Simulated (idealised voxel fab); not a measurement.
process module | voxel plated lines
cross-section cut | 245 nm wide | cells 5 nm
A cross-section is a grid of square cells, given in bands from the top down. A band is one or more rows of cells.
Each band's line starts with the height of the band's top and of its bottom, in nm. Then come its materials from left to right, each with its width in nm. One material with "throughout" fills the band from edge to edge. "air" is empty space.
Height 0 is the level under which the wafer as received is all one material. The lowest band goes on downwards, as in "0 down".
A width such as "30 to 40" changes by the same amount from each row of cells to the next, from the band's top row to its bottom row.
"no change" after a step means that no cell of the cross-section changed.
closed voids: empty space of 8 cells or more with no open way to the top, each as width x height at its distance from the left edge, in nm
after a step's settings: what the simulator itself notes on the step
overlay nm, on a step with a mask: how far to the right of its planned place the mask lay; to the left if negative
plan
1 op RECEIVE | material Si
2 op CONFORMAL_DEP | material SiN | thk nm 10
3 op DIRECTIONAL_DEP | material TiN | thk nm 5
4 op PATTERN | tone open | mask id LINES | material resist | width nm 30 | pitch nm 55 | thk nm 35 | overlay nm 0
5 op EPI | material Ru | thk nm 10
6 op EPI | material Ru | thk nm 5
7 op EPI | material Ru | thk nm 5
8 op STRIP | etch materials resist
9 op DIRECTIONAL_ETCH | etch materials TiN | depth nm 5
10 op CONFORMAL_DEP | material SiO2 | thk nm 5
as received, after step 1
  0 down: Si throughout
  closed voids: none
first wafer at the end, as planned
  40 to 35: air 20 | SiO2 40 | air 15 | SiO2 40 | air 15 | SiO2 40 | air 15 | SiO2 40 | air 20
  35 to 15: air 20 | SiO2 5 | Ru 30 | SiO2 5 | air 15 | SiO2 5 | Ru 30 | SiO2 5 | air 15 | SiO2 5 | Ru 30 | SiO2 5 | air 15 | SiO2 5 | Ru 30 | SiO2 5 | air 20
  15 to 10: SiO2 25 | TiN 30 | SiO2 25 | TiN 30 | SiO2 25 | TiN 30 | SiO2 25 | TiN 30 | SiO2 25
  10 to 0: SiN throughout
  0 down: Si throughout
  closed voids: none
second wafer at the end: like start, like plan, one mistake
  50 to 35: air 10 | SiO2 225 | air 10
  35 to 25: air 10 | SiO2 15 | Ru 30 | SiO2 25 | Ru 30 | SiO2 25 | Ru 30 | SiO2 25 | Ru 30 | SiO2 15 | air 10
  25 to 15: SiO2 25 | Ru 30 | SiO2 25 | Ru 30 | SiO2 25 | Ru 30 | SiO2 25 | Ru 30 | SiO2 25
  15 to 10: SiO2 25 | TiN 30 | SiO2 25 | TiN 30 | SiO2 25 | TiN 30 | SiO2 25 | TiN 30 | SiO2 25
  10 to 0: SiN throughout
  0 down: Si throughout
  closed voids: none
what went wrong: step 10 ran as: op CONFORMAL_DEP | material SiO2 | thk nm 15
at the end the second wafer has, in cells: 163 more of SiO2
